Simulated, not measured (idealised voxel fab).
The following is a process module called voxel wiring stack.
The cross-section shown here is cut; it is 210 nm wide and divided into square cells measuring 5 nm on a side.
Think of the cross-section as a grid of square cells. We describe it in bands, top to bottom, and each band covers one or more rows of those cells.
Heads up on the band format: heights come first, top then bottom, in nm. After that it's the materials left to right, each with its width in nm. A single material flagged "all across" fills the whole band edge to edge, and "empty" means there's empty space there.
We count height from 0. Below that, the starting wafer is all one material. The lowest band never ends at the bottom but goes on down; see "0 and below" for how that is written.
The notation "30->40" denotes a width that varies across the rows of cells in the band, beginning at the first number in the top row, finishing at the second number in the bottom row, and changing by an identical amount from each row to the next.
Step marked "no modification"? Then no cell in the cross-section changed in it.
Empty spaces without an open route to the top, at least 8 cells in extent, make up the entry "Internal closed voids"; each is given as width x height at distance, where the distance is measured from the left edge, and all are in nm.
Heads up: the bit after the settings on a step's line is the simulator's remark on that step.
You can add "overlay nm" to a step's line. For a step with a mask, it describes how far the mask lay to the right of its planned position, and a negative number describes a lay to the left.
Set out below are the planned steps of the process
1) op RECEIVE | material Si
2) op CONFORMAL_DEP | material SiO2 | thk nm 15
3) op CONFORMAL_DEP | material SiN | thk nm 5
4) op DIRECTIONAL_DEP | material SiO2 | thk nm 15
5) op PATTERN | tone open | mask id METAL_1 | material resist | width nm 25 | pitch nm 50 | thk nm 20 | overlay nm 0
6) op DIRECTIONAL_ETCH | etch materials SiO2 | depth nm 15
7) op DIRECTIONAL_ETCH | etch materials SiN | depth nm 5
8) op STRIP | etch materials resist
9) op CONFORMAL_DEP | material TiN | thk nm 5
10) op FILL_DEP | material Cu | thk nm 5
11) op CMP | height nm 35
12) op CONFORMAL_DEP | material SiCN | thk nm 5
13) op DIRECTIONAL_DEP | material lowk | thk nm 25
14) op DIRECTIONAL_DEP | material aC | thk nm 10
15) op PATTERN | tone open | mask id METAL_2_HOLES | material resist | width nm 15 | pitch nm 50 | thk nm 25 | overlay nm 0
16) op DIRECTIONAL_ETCH | etch materials aC | depth nm 10
17) op STRIP | etch materials resist
18) op DIRECTIONAL_ETCH | etch materials lowk | depth nm 25
19) op STRIP | etch materials aC
20) op PATTERN | tone open | mask id METAL_2 | material resist | width nm 25 | pitch nm 50 | thk nm 20 | overlay nm 0
21) op DIRECTIONAL_ETCH | etch materials lowk | depth nm 15
22) op DIRECTIONAL_ETCH | etch materials SiCN | depth nm 5
23) op STRIP | etch materials resist
24) op CONFORMAL_DEP | material TiN | thk nm 5
25) op FILL_DEP | material Cu | thk nm 5
26) op CMP | height nm 65
27) op CONFORMAL_DEP | material SiCN | thk nm 5
28) op DIRECTIONAL_DEP | material lowk | thk nm 30
29) op MASKED_ETCH | tone open | mask id METAL_3 | width nm 25 | pitch nm 50 | etch materials lowk | depth nm 15 | overlay nm 0
30) op DIRECTIONAL_DEP | material aC | thk nm 15
31) op PATTERN | tone open | mask id METAL_3_HOLES | material resist | width nm 15 | pitch nm 50 | thk nm 30 | overlay nm 0
32) op DIRECTIONAL_ETCH | etch materials aC | depth nm 15
33) op STRIP | etch materials resist
34) op DIRECTIONAL_ETCH | etch materials lowk | depth nm 15
35) op DIRECTIONAL_ETCH | etch materials SiCN | depth nm 5
36) op STRIP | etch materials aC
37) op CONFORMAL_DEP | material TiN | thk nm 5
38) op FILL_DEP | material Cu | thk nm 10
39) op CMP | height nm 100
40) op CONFORMAL_DEP | material SiN | thk nm 5
First of two wafers: run as planned
This is the cross-section of the wafer as we received it, i.e. after step 1
  0 and below | Si all across
  Internal closed voids: none
Upon completion of step 2, the wafer appears in cross-section as shown
  15 down to 0 | SiO2 all across
  Rest of section, below 0: as before.
Upon completion of step 3, the wafer appears in cross-section as shown
  20 down to 15 | SiN all across
  Rest of section, below 15: as before.
Upon completion of step 4, the wafer appears in cross-section as shown
  35 down to 20 | SiO2 all across
  Rest of section, below 20: as before.
Upon completion of step 5, the wafer appears in cross-section as shown
  55 down to 35 | resist: 65 / empty: 25 / resist: 25 / empty: 25 / resist: 70
  Rest of section, below 35: as before.
Upon completion of step 6, the wafer appears in cross-section as shown
  55 down to 35 | resist: 65 / empty: 25 / resist: 25 / empty: 25 / resist: 70
  35 down to 20 | SiO2: 65 / empty: 25 / SiO2: 25 / empty: 25 / SiO2: 70
  Rest of section, below 20: as before.
Upon completion of step 7, the wafer appears in cross-section as shown
  55 down to 35 | resist: 65 / empty: 25 / resist: 25 / empty: 25 / resist: 70
  35 down to 20 | SiO2: 65 / empty: 25 / SiO2: 25 / empty: 25 / SiO2: 70
  20 down to 15 | SiN: 65 / empty: 25 / SiN: 25 / empty: 25 / SiN: 70
  Rest of section, below 15: as before.
Upon completion of step 8, the wafer appears in cross-section as shown
  35 down to 20 | SiO2: 65 / empty: 25 / SiO2: 25 / empty: 25 / SiO2: 70
  Rest of section, below 20: as before.
Upon completion of step 9, the wafer appears in cross-section as shown
  40 down to 35 | TiN: 70 / empty: 15 / TiN: 35 / empty: 15 / TiN: 75
  35 down to 20 | SiO2: 65 / TiN: 5 / empty: 15 / TiN: 5 / SiO2: 25 / TiN: 5 / empty: 15 / TiN: 5 / SiO2: 70
  20 down to 15 | SiN: 65 / TiN: 25 / SiN: 25 / TiN: 25 / SiN: 70
  Rest of section, below 15: as before.
Upon completion of step 10, the wafer appears in cross-section as shown
  45 down to 40 | Cu all across
  40 down to 35 | TiN: 70 / Cu: 15 / TiN: 35 / Cu: 15 / TiN: 75
  35 down to 20 | SiO2: 65 / TiN: 5 / Cu: 15 / TiN: 5 / SiO2: 25 / TiN: 5 / Cu: 15 / TiN: 5 / SiO2: 70
  Rest of section, below 20: as before.
Upon completion of step 11, the wafer appears in cross-section as shown
  35 down to 20 | SiO2: 65 / TiN: 5 / Cu: 15 / TiN: 5 / SiO2: 25 / TiN: 5 / Cu: 15 / TiN: 5 / SiO2: 70
  Rest of section, below 20: as before.
Upon completion of step 12, the wafer appears in cross-section as shown
  40 down to 35 | SiCN all across
  Rest of section, below 35: as before.
Upon completion of step 13, the wafer appears in cross-section as shown
  65 down to 40 | lowk all across
  Rest of section, below 40: as before.
Upon completion of step 14, the wafer appears in cross-section as shown
  75 down to 65 | aC all across
  Rest of section, below 65: as before.
Upon completion of step 15, the wafer appears in cross-section as shown
  100 down to 75 | resist: 65 / empty: 15 / resist: 35 / empty: 15 / resist: 80
  Rest of section, below 75: as before.
Upon completion of step 16, the wafer appears in cross-section as shown
  90 down to 75 | resist: 65 / empty: 15 / resist: 35 / empty: 15 / resist: 80
  75 down to 65 | aC: 65 / empty: 15 / aC: 35 / empty: 15 / aC: 80
  Rest of section, below 65: as before.
Upon completion of step 17, the wafer appears in cross-section as shown
  75 down to 65 | aC: 65 / empty: 15 / aC: 35 / empty: 15 / aC: 80
  Rest of section, below 65: as before.
Upon completion of step 18, the wafer appears in cross-section as shown
  75 down to 65 | aC: 65 / empty: 15 / aC: 35 / empty: 15 / aC: 80
  65 down to 40 | lowk: 65 / empty: 15 / lowk: 35 / empty: 15 / lowk: 80
  Rest of section, below 40: as before.
Upon completion of step 19, the wafer appears in cross-section as shown
  65 down to 40 | lowk: 65 / empty: 15 / lowk: 35 / empty: 15 / lowk: 80
  Rest of section, below 40: as before.
Upon completion of step 20, the wafer appears in cross-section as shown
  85 down to 65 | resist: 65 / empty: 25 / resist: 25 / empty: 25 / resist: 70
  Rest of section, below 65: as before.
Upon completion of step 21, the wafer appears in cross-section as shown
  85 down to 65 | resist: 65 / empty: 25 / resist: 25 / empty: 25 / resist: 70
  65 down to 50 | lowk: 65 / empty: 25 / lowk: 25 / empty: 25 / lowk: 70
  Rest of section, below 50: as before.
Upon completion of step 22, the wafer appears in cross-section as shown
  85 down to 65 | resist: 65 / empty: 25 / resist: 25 / empty: 25 / resist: 70
  65 down to 50 | lowk: 65 / empty: 25 / lowk: 25 / empty: 25 / lowk: 70
  50 down to 40 | lowk: 65 / empty: 15 / lowk: 35 / empty: 15 / lowk: 80
  40 down to 35 | SiCN: 65 / empty: 15 / SiCN: 35 / empty: 15 / SiCN: 80
  Rest of section, below 35: as before.
Upon completion of step 23, the wafer appears in cross-section as shown
  65 down to 50 | lowk: 65 / empty: 25 / lowk: 25 / empty: 25 / lowk: 70
  Rest of section, below 50: as before.
Upon completion of step 24, the wafer appears in cross-section as shown
  70 down to 65 | TiN: 70 / empty: 15 / TiN: 35 / empty: 15 / TiN: 75
  65 down to 55 | lowk: 65 / TiN: 5 / empty: 15 / TiN: 5 / lowk: 25 / TiN: 5 / empty: 15 / TiN: 5 / lowk: 70
  55 down to 50 | lowk: 65 / TiN: 5 / empty: 5 / TiN: 15 / lowk: 25 / TiN: 5 / empty: 5 / TiN: 15 / lowk: 70
  50 down to 40 | lowk: 65 / TiN: 5 / empty: 5 / TiN: 5 / lowk: 35 / TiN: 5 / empty: 5 / TiN: 5 / lowk: 80
  40 down to 35 | SiCN: 65 / TiN: 15 / SiCN: 35 / TiN: 15 / SiCN: 80
  Rest of section, below 35: as before.
Upon completion of step 25, the wafer appears in cross-section as shown
  75 down to 70 | Cu all across
  70 down to 65 | TiN: 70 / Cu: 15 / TiN: 35 / Cu: 15 / TiN: 75
  65 down to 55 | lowk: 65 / TiN: 5 / Cu: 15 / TiN: 5 / lowk: 25 / TiN: 5 / Cu: 15 / TiN: 5 / lowk: 70
  55 down to 50 | lowk: 65 / TiN: 5 / Cu: 5 / TiN: 15 / lowk: 25 / TiN: 5 / Cu: 5 / TiN: 15 / lowk: 70
  50 down to 40 | lowk: 65 / TiN: 5 / Cu: 5 / TiN: 5 / lowk: 35 / TiN: 5 / Cu: 5 / TiN: 5 / lowk: 80
  Rest of section, below 40: as before.
Upon completion of step 26, the wafer appears in cross-section as shown
  65 down to 55 | lowk: 65 / TiN: 5 / Cu: 15 / TiN: 5 / lowk: 25 / TiN: 5 / Cu: 15 / TiN: 5 / lowk: 70
  Rest of section, below 55: as before.
Upon completion of step 27, the wafer appears in cross-section as shown
  70 down to 65 | SiCN all across
  Rest of section, below 65: as before.
Upon completion of step 28, the wafer appears in cross-section as shown
  100 down to 70 | lowk all across
  Rest of section, below 70: as before.
Upon completion of step 29, the wafer appears in cross-section as shown
  100 down to 85 | lowk: 65 / empty: 25 / lowk: 25 / empty: 25 / lowk: 70
  Rest of section, below 85: as before.
Upon completion of step 30, the wafer appears in cross-section as shown
  115 down to 100 | aC: 65 / empty: 25 / aC: 25 / empty: 25 / aC: 70
  100 down to 85 | lowk: 65 / aC: 25 / lowk: 25 / aC: 25 / lowk: 70
  Rest of section, below 85: as before.
Upon completion of step 31, the wafer appears in cross-section as shown
  145 down to 115 | resist: 65 / empty: 15 / resist: 35 / empty: 15 / resist: 80
  115 down to 100 | aC: 65 / empty: 15 / resist: 10 / aC: 25 / empty: 15 / resist: 10 / aC: 70
  Rest of section, below 100: as before.
Upon completion of step 32, the wafer appears in cross-section as shown
  130 down to 115 | resist: 65 / empty: 15 / resist: 35 / empty: 15 / resist: 80
  115 down to 100 | aC: 65 / empty: 15 / resist: 10 / aC: 25 / empty: 15 / resist: 10 / aC: 70
  100 down to 85 | lowk: 65 / empty: 15 / aC: 10 / lowk: 25 / empty: 15 / aC: 10 / lowk: 70
  Rest of section, below 85: as before.
Upon completion of step 33, the wafer appears in cross-section as shown
  115 down to 100 | aC: 65 / empty: 25 / aC: 25 / empty: 25 / aC: 70
  Rest of section, below 100: as before.
Upon completion of step 34, the wafer appears in cross-section as shown
  115 down to 100 | aC: 65 / empty: 25 / aC: 25 / empty: 25 / aC: 70
  100 down to 85 | lowk: 65 / empty: 15 / aC: 10 / lowk: 25 / empty: 15 / aC: 10 / lowk: 70
  85 down to 70 | lowk: 65 / empty: 15 / lowk: 35 / empty: 15 / lowk: 80
  Rest of section, below 70: as before.
Upon completion of step 35, the wafer appears in cross-section as shown
  115 down to 100 | aC: 65 / empty: 25 / aC: 25 / empty: 25 / aC: 70
  100 down to 85 | lowk: 65 / empty: 15 / aC: 10 / lowk: 25 / empty: 15 / aC: 10 / lowk: 70
  85 down to 70 | lowk: 65 / empty: 15 / lowk: 35 / empty: 15 / lowk: 80
  70 down to 65 | SiCN: 65 / empty: 15 / SiCN: 35 / empty: 15 / SiCN: 80
  Rest of section, below 65: as before.
Upon completion of step 36, the wafer appears in cross-section as shown
  100 down to 85 | lowk: 65 / empty: 25 / lowk: 25 / empty: 25 / lowk: 70
  Rest of section, below 85: as before.
Upon completion of step 37, the wafer appears in cross-section as shown
  105 down to 100 | TiN: 70 / empty: 15 / TiN: 35 / empty: 15 / TiN: 75
  100 down to 90 | lowk: 65 / TiN: 5 / empty: 15 / TiN: 5 / lowk: 25 / TiN: 5 / empty: 15 / TiN: 5 / lowk: 70
  90 down to 85 | lowk: 65 / TiN: 5 / empty: 5 / TiN: 15 / lowk: 25 / TiN: 5 / empty: 5 / TiN: 15 / lowk: 70
  85 down to 70 | lowk: 65 / TiN: 5 / empty: 5 / TiN: 5 / lowk: 35 / TiN: 5 / empty: 5 / TiN: 5 / lowk: 80
  70 down to 65 | SiCN: 65 / TiN: 15 / SiCN: 35 / TiN: 15 / SiCN: 80
  Rest of section, below 65: as before.
Upon completion of step 38, the wafer appears in cross-section as shown
  115 down to 105 | Cu all across
  105 down to 100 | TiN: 70 / Cu: 15 / TiN: 35 / Cu: 15 / TiN: 75
  100 down to 90 | lowk: 65 / TiN: 5 / Cu: 15 / TiN: 5 / lowk: 25 / TiN: 5 / Cu: 15 / TiN: 5 / lowk: 70
  90 down to 85 | lowk: 65 / TiN: 5 / Cu: 5 / TiN: 15 / lowk: 25 / TiN: 5 / Cu: 5 / TiN: 15 / lowk: 70
  85 down to 70 | lowk: 65 / TiN: 5 / Cu: 5 / TiN: 5 / lowk: 35 / TiN: 5 / Cu: 5 / TiN: 5 / lowk: 80
  Rest of section, below 70: as before.
Upon completion of step 39, the wafer appears in cross-section as shown
  100 down to 90 | lowk: 65 / TiN: 5 / Cu: 15 / TiN: 5 / lowk: 25 / TiN: 5 / Cu: 15 / TiN: 5 / lowk: 70
  Rest of section, below 90: as before.
Upon completion of step 40, the wafer appears in cross-section as shown
  105 down to 100 | SiN all across
  Rest of section, below 100: as before.
Wafer two: like wafer one in start and plan, but with one mistake in execution; identical up to and including step 27
Cross-section of the second wafer at the time by which step 28 should have been completed according to the plan
  130 down to 70 | lowk all across
  Rest of section, below 70: as before.
Cross-section of the second wafer at the time by which step 29 should have been completed according to the plan
  130 down to 115 | lowk: 65 / empty: 25 / lowk: 25 / empty: 25 / lowk: 70
  Rest of section, below 115: as before.
Cross-section of the second wafer at the time by which step 30 should have been completed according to the plan
  145 down to 130 | aC: 65 / empty: 25 / aC: 25 / empty: 25 / aC: 70
  130 down to 115 | lowk: 65 / aC: 25 / lowk: 25 / aC: 25 / lowk: 70
  Rest of section, below 115: as before.
Cross-section of the second wafer at the time by which step 31 should have been completed according to the plan
  175 down to 145 | resist: 65 / empty: 15 / resist: 35 / empty: 15 / resist: 80
  145 down to 130 | aC: 65 / empty: 15 / resist: 10 / aC: 25 / empty: 15 / resist: 10 / aC: 70
  Rest of section, below 130: as before.
Cross-section of the second wafer at the time by which step 32 should have been completed according to the plan
  160 down to 145 | resist: 65 / empty: 15 / resist: 35 / empty: 15 / resist: 80
  145 down to 130 | aC: 65 / empty: 15 / resist: 10 / aC: 25 / empty: 15 / resist: 10 / aC: 70
  130 down to 115 | lowk: 65 / empty: 15 / aC: 10 / lowk: 25 / empty: 15 / aC: 10 / lowk: 70
  Rest of section, below 115: as before.
Cross-section of the second wafer at the time by which step 33 should have been completed according to the plan
  145 down to 130 | aC: 65 / empty: 25 / aC: 25 / empty: 25 / aC: 70
  Rest of section, below 130: as before.
Cross-section of the second wafer at the time by which step 34 should have been completed according to the plan
  145 down to 130 | aC: 65 / empty: 25 / aC: 25 / empty: 25 / aC: 70
  130 down to 115 | lowk: 65 / empty: 15 / aC: 10 / lowk: 25 / empty: 15 / aC: 10 / lowk: 70
  115 down to 100 | lowk: 65 / empty: 15 / lowk: 35 / empty: 15 / lowk: 80
  Rest of section, below 100: as before.
Cross-section of the second wafer at the time by which step 35 should have been completed according to the plan: no modification
Cross-section of the second wafer at the time by which step 36 should have been completed according to the plan
  130 down to 115 | lowk: 65 / empty: 25 / lowk: 25 / empty: 25 / lowk: 70
  Rest of section, below 115: as before.
Cross-section of the second wafer at the time by which step 37 should have been completed according to the plan
  135 down to 130 | TiN: 70 / empty: 15 / TiN: 35 / empty: 15 / TiN: 75
  130 down to 120 | lowk: 65 / TiN: 5 / empty: 15 / TiN: 5 / lowk: 25 / TiN: 5 / empty: 15 / TiN: 5 / lowk: 70
  120 down to 115 | lowk: 65 / TiN: 5 / empty: 5 / TiN: 15 / lowk: 25 / TiN: 5 / empty: 5 / TiN: 15 / lowk: 70
  115 down to 105 | lowk: 65 / TiN: 5 / empty: 5 / TiN: 5 / lowk: 35 / TiN: 5 / empty: 5 / TiN: 5 / lowk: 80
  105 down to 100 | lowk: 65 / TiN: 15 / lowk: 35 / TiN: 15 / lowk: 80
  Rest of section, below 100: as before.
Cross-section of the second wafer at the time by which step 38 should have been completed according to the plan
  145 down to 135 | Cu all across
  135 down to 130 | TiN: 70 / Cu: 15 / TiN: 35 / Cu: 15 / TiN: 75
  130 down to 120 | lowk: 65 / TiN: 5 / Cu: 15 / TiN: 5 / lowk: 25 / TiN: 5 / Cu: 15 / TiN: 5 / lowk: 70
  120 down to 115 | lowk: 65 / TiN: 5 / Cu: 5 / TiN: 15 / lowk: 25 / TiN: 5 / Cu: 5 / TiN: 15 / lowk: 70
  115 down to 105 | lowk: 65 / TiN: 5 / Cu: 5 / TiN: 5 / lowk: 35 / TiN: 5 / Cu: 5 / TiN: 5 / lowk: 80
  Rest of section, below 105: as before.
Cross-section of the second wafer at the time by which step 39 should have been completed according to the plan
  100 down to 70 | lowk all across
  Rest of section, below 70: as before.
Cross-section of the second wafer at the time by which step 40 should have been completed according to the plan
  105 down to 100 | SiN all across
  Rest of section, below 100: as before.
What was done differently from what was planned? step 28 of the plan was executed twice over
Count the cells at the end and the second wafer has more or fewer of some materials than the first: Cu: 20 fewer | SiCN: 6 more | TiN: 34 fewer | lowk: 48 more
